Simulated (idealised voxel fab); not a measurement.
The following process module bears the name voxel ribs on slabs.
Cross-section cut spans 170 nm and uses square cells 5 nm in size.
A cross-section in this document is a grid of square cells, and it is written down as bands, the top band listed before the ones below it; a band is made up of one or more rows of cells.
Heights first: top, then bottom, in nm. Then materials, left to right, each with a width in nm. "all across" on a single material: fills the band edge to edge. "air": empty space.
A quick word on heights: they are counted from 0, and under that level the wafer as it came to us is one material throughout. The lowest band is different from the rest in having no bottom; it simply continues downward, written as in "0..down".
Width spec "30 to 40" -> top row of cells at first value, bottom row at second value, equal per-row change in between.
It should be understood that the words "remains unaltered", when stated for a given step, signify that the cross-section underwent no change in any of its cells during that step.
"Closed void register" contains a list of empty spaces, each no smaller than 8 cells and without an open way to the top, written in the form width x height at distance with the distance from the left edge and all three in nm.
Formally, on a step line, whatever follows the settings is a remark that the simulator itself makes on the step.
The line of a step may include "overlay nm". On a step with a mask, this value is how far to the right of its planned place the mask lay. A negative value means the mask lay to the left.

Steps planned for the process:
1) RECEIVE, material Si
2) DIRECTIONAL_DEP, material SiO2, thk nm 30
3) DIRECTIONAL_DEP, material SiN, thk nm 15
4) PATTERN, tone cover, mask id RIB, material resist, width nm 30, thk nm 20, overlay nm 0
5) DIRECTIONAL_ETCH, etch materials SiN, depth nm 10
6) STRIP, etch materials resist
7) DIRECTIONAL_DEP, material aC, thk nm 10
8) PATTERN, tone cover, mask id SLAB, material resist, width nm 60, thk nm 25, overlay nm 0
9) DIRECTIONAL_ETCH, etch materials aC, depth nm 10
10) STRIP, etch materials resist
11) DIRECTIONAL_ETCH, etch materials SiN, depth nm 5
12) STRIP, etch materials aC
13) FILL_DEP, material SiO2, thk nm 30
14) CMP, height nm 65
15) DIRECTIONAL_DEP, material W, thk nm 5
16) PATTERN, tone cover, mask id HEATER, material resist, width nm 40, thk nm 20, overlay nm 0
17) DIRECTIONAL_ETCH, etch materials W, depth nm 5
18) STRIP, etch materials resist
19) CONFORMAL_DEP, material SiN, thk nm 10

Wafer, first of two, run as planned:

Cross-sectional view of the wafer in its as-received condition, corresponding to the state after step 1:
    0..down | Si all across
    Closed void register: none

Wafer after step 2 (cross-section):
    30..0 | SiO2 all across
    For the remainder of the cross-section, below 0, there is no change.

Wafer after step 3 (cross-section):
    45..30 | SiN all across
    For the remainder of the cross-section, below 30, there is no change.

Wafer after step 4 (cross-section):
    65..45 | air: 70, resist: 30, air: 70
    For the remainder of the cross-section, below 45, there is no change.

Wafer after step 5 (cross-section):
    65..45 | air: 70, resist: 30, air: 70
    45..35 | air: 70, SiN: 30, air: 70
    For the remainder of the cross-section, below 35, there is no change.

Wafer after step 6 (cross-section):
    45..35 | air: 70, SiN: 30, air: 70
    For the remainder of the cross-section, below 35, there is no change.

Wafer after step 7 (cross-section):
    55..45 | air: 70, aC: 30, air: 70
    45..35 | aC: 70, SiN: 30, aC: 70
    For the remainder of the cross-section, below 35, there is no change.

Wafer after step 8 (cross-section):
    80..55 | air: 55, resist: 60, air: 55
    55..45 | air: 55, resist: 15, aC: 30, resist: 15, air: 55
    For the remainder of the cross-section, below 45, there is no change.

Wafer after step 9 (cross-section):
    70..55 | air: 55, resist: 60, air: 55
    55..45 | air: 55, resist: 15, aC: 30, resist: 15, air: 55
    45..35 | air: 55, aC: 15, SiN: 30, aC: 15, air: 55
    For the remainder of the cross-section, below 35, there is no change.

Wafer after step 10 (cross-section):
    55..45 | air: 70, aC: 30, air: 70
    For the remainder of the cross-section, below 45, there is no change.

Wafer after step 11 (cross-section):
    55..45 | air: 70, aC: 30, air: 70
    45..35 | air: 55, aC: 15, SiN: 30, aC: 15, air: 55
    35..30 | air: 55, SiN: 60, air: 55
    For the remainder of the cross-section, below 30, there is no change.

Wafer after step 12 (cross-section):
    45..35 | air: 70, SiN: 30, air: 70
    For the remainder of the cross-section, below 35, there is no change.

Wafer after step 13 (cross-section):
    75..45 | SiO2 all across
    45..35 | SiO2: 70, SiN: 30, SiO2: 70
    35..30 | SiO2: 55, SiN: 60, SiO2: 55
    For the remainder of the cross-section, below 30, there is no change.

Wafer after step 14 (cross-section):
    65..45 | SiO2 all across
    For the remainder of the cross-section, below 45, there is no change.

Wafer after step 15 (cross-section):
    70..65 | W all across
    For the remainder of the cross-section, below 65, there is no change.

Wafer after step 16 (cross-section):
    90..70 | air: 65, resist: 40, air: 65
    For the remainder of the cross-section, below 70, there is no change.

Wafer after step 17 (cross-section):
    90..70 | air: 65, resist: 40, air: 65
    70..65 | air: 65, W: 40, air: 65
    For the remainder of the cross-section, below 65, there is no change.

Wafer after step 18 (cross-section):
    70..65 | air: 65, W: 40, air: 65
    For the remainder of the cross-section, below 65, there is no change.

Wafer after step 19 (cross-section):
    80..75 | air: 55, SiN: 60, air: 55
    75..70 | SiN all across
    70..65 | SiN: 65, W: 40, SiN: 65
    For the remainder of the cross-section, below 65, there is no change.

Companion wafer, the second of two: same beginning, same intended sequence, one mistake in carrying it out; through step 1 inclusive it tracks the first exactly:

Second wafer shown in cross-section at the time step 2 was slated to end:
    60..0 | SiO2 all across
    For the remainder of the cross-section, below 0, there is no change.

Second wafer shown in cross-section at the time step 3 was slated to end:
    75..60 | SiN all across
    For the remainder of the cross-section, below 60, there is no change.

Second wafer shown in cross-section at the time step 4 was slated to end:
    95..75 | air: 70, resist: 30, air: 70
    For the remainder of the cross-section, below 75, there is no change.

Second wafer shown in cross-section at the time step 5 was slated to end:
    95..75 | air: 70, resist: 30, air: 70
    75..65 | air: 70, SiN: 30, air: 70
    For the remainder of the cross-section, below 65, there is no change.

Second wafer shown in cross-section at the time step 6 was slated to end:
    75..65 | air: 70, SiN: 30, air: 70
    For the remainder of the cross-section, below 65, there is no change.

Second wafer shown in cross-section at the time step 7 was slated to end:
    85..75 | air: 70, aC: 30, air: 70
    75..65 | aC: 70, SiN: 30, aC: 70
    For the remainder of the cross-section, below 65, there is no change.

Second wafer shown in cross-section at the time step 8 was slated to end:
    110..85 | air: 55, resist: 60, air: 55
    85..75 | air: 55, resist: 15, aC: 30, resist: 15, air: 55
    For the remainder of the cross-section, below 75, there is no change.

Second wafer shown in cross-section at the time step 9 was slated to end:
    100..85 | air: 55, resist: 60, air: 55
    85..75 | air: 55, resist: 15, aC: 30, resist: 15, air: 55
    75..65 | air: 55, aC: 15, SiN: 30, aC: 15, air: 55
    For the remainder of the cross-section, below 65, there is no change.

Second wafer shown in cross-section at the time step 10 was slated to end:
    85..75 | air: 70, aC: 30, air: 70
    For the remainder of the cross-section, below 75, there is no change.

Second wafer shown in cross-section at the time step 11 was slated to end:
    85..75 | air: 70, aC: 30, air: 70
    75..65 | air: 55, aC: 15, SiN: 30, aC: 15, air: 55
    65..60 | air: 55, SiN: 60, air: 55
    For the remainder of the cross-section, below 60, there is no change.

Second wafer shown in cross-section at the time step 12 was slated to end:
    75..65 | air: 70, SiN: 30, air: 70
    For the remainder of the cross-section, below 65, there is no change.

Second wafer shown in cross-section at the time step 13 was slated to end:
    105..75 | SiO2 all across
    75..65 | SiO2: 70, SiN: 30, SiO2: 70
    65..60 | SiO2: 55, SiN: 60, SiO2: 55
    For the remainder of the cross-section, below 60, there is no change.

Second wafer shown in cross-section at the time step 14 was slated to end:
    65..60 | SiO2: 55, SiN: 60, SiO2: 55
    For the remainder of the cross-section, below 60, there is no change.

Second wafer shown in cross-section at the time step 15 was slated to end:
    70..65 | W all across
    For the remainder of the cross-section, below 65, there is no change.

Second wafer shown in cross-section at the time step 16 was slated to end:
    90..70 | air: 65, resist: 40, air: 65
    For the remainder of the cross-section, below 70, there is no change.

Second wafer shown in cross-section at the time step 17 was slated to end:
    90..70 | air: 65, resist: 40, air: 65
    70..65 | air: 65, W: 40, air: 65
    For the remainder of the cross-section, below 65, there is no change.

Second wafer shown in cross-section at the time step 18 was slated to end:
    70..65 | air: 65, W: 40, air: 65
    For the remainder of the cross-section, below 65, there is no change.

Second wafer shown in cross-section at the time step 19 was slated to end:
    80..75 | air: 55, SiN: 60, air: 55
    75..70 | SiN all across
    70..65 | SiN: 65, W: 40, SiN: 65
    For the remainder of the cross-section, below 65, there is no change.
What broke from the plan during processing? execution of plan step 2 occurred twice
Once processing is complete, comparing cell counts shows that the second wafer has more or fewer of certain materials than the first: SiN: 12 fewer | SiO2: 12 more
